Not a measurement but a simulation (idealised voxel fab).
process module | voxel lift off
cross-section cut | 270 nm wide | cells 5 nm
A cross-section is a grid of square cells, given in bands from the top down. A band is one or more rows of cells.
Each band's line starts with the height of the band's top and of its bottom, in nm. Then come its materials from left to right, each with its width in nm. One material with "throughout" fills the band from edge to edge. "air" is empty space.
Height 0 is the level under which the wafer as received is all one material. The lowest band goes on downwards, as in "0 down".
A width such as "30 to 40" changes by the same amount from each row of cells to the next, from the band's top row to its bottom row.
"no change" after a step means that no cell of the cross-section changed.
closed voids: empty space of 8 cells or more with no open way to the top, each as width x height at its distance from the left edge, in nm
after a step's settings: what the simulator itself notes on the step
overlay nm, on a step with a mask: how far to the right of its planned place the mask lay; to the left if negative
plan
1 op RECEIVE | material Si
2 op CONFORMAL_DEP | material SiO2 | thk nm 5
3 op PATTERN | tone open | mask id LINES | material resist | width nm 15 | pitch nm 45 | thk nm 30 | overlay nm 0
4 op DIRECTIONAL_DEP | material Ru | thk nm 15
5 op STRIP | etch materials resist
6 op CONFORMAL_DEP | material SiCN | thk nm 5
first wafer, as planned
as received, after step 1
  0 down: Si throughout
  closed voids: none
after step 2
  5 to 0: SiO2 throughout
  below 0: unchanged
after step 3
  35 to 5: resist 80 | air 15 | resist 30 | air 15 | resist 30 | air 15 | resist 85
  below 5: unchanged
after step 4
  50 to 35: Ru 80 | air 15 | Ru 30 | air 15 | Ru 30 | air 15 | Ru 85
  35 to 20: resist 80 | air 15 | resist 30 | air 15 | resist 30 | air 15 | resist 85
  20 to 5: resist 80 | Ru 15 | resist 30 | Ru 15 | resist 30 | Ru 15 | resist 85
  below 5: unchanged
after step 5
  20 to 5: air 80 | Ru 15 | air 30 | Ru 15 | air 30 | Ru 15 | air 85
  below 5: unchanged
after step 6
  25 to 20: air 75 | SiCN 25 | air 20 | SiCN 25 | air 20 | SiCN 25 | air 80
  20 to 10: air 75 | SiCN 5 | Ru 15 | SiCN 5 | air 20 | SiCN 5 | Ru 15 | SiCN 5 | air 20 | SiCN 5 | Ru 15 | SiCN 5 | air 80
  10 to 5: SiCN 80 | Ru 15 | SiCN 30 | Ru 15 | SiCN 30 | Ru 15 | SiCN 85
  below 5: unchanged
second wafer: like start, like plan, one mistake. Through step 4 it matches the first wafer
when step 5 should have ended
  20 to 5: air 80 | Ru 15 | air 30 | Ru 15 | air 30 | Ru 15 | air 85
  below 5: unchanged
when step 6 should have ended
  25 to 20: air 75 | SiCN 25 | air 20 | SiCN 25 | air 20 | SiCN 25 | air 80
  20 to 10: air 75 | SiCN 5 | Ru 15 | SiCN 5 | air 20 | SiCN 5 | Ru 15 | SiCN 5 | air 20 | SiCN 5 | Ru 15 | SiCN 5 | air 80
  10 to 5: SiCN 80 | Ru 15 | SiCN 30 | Ru 15 | SiCN 30 | Ru 15 | SiCN 85
  below 5: unchanged
what went wrong: step 5 was run twice
at the end the two cross-sections are the same: no effect in what this model computes
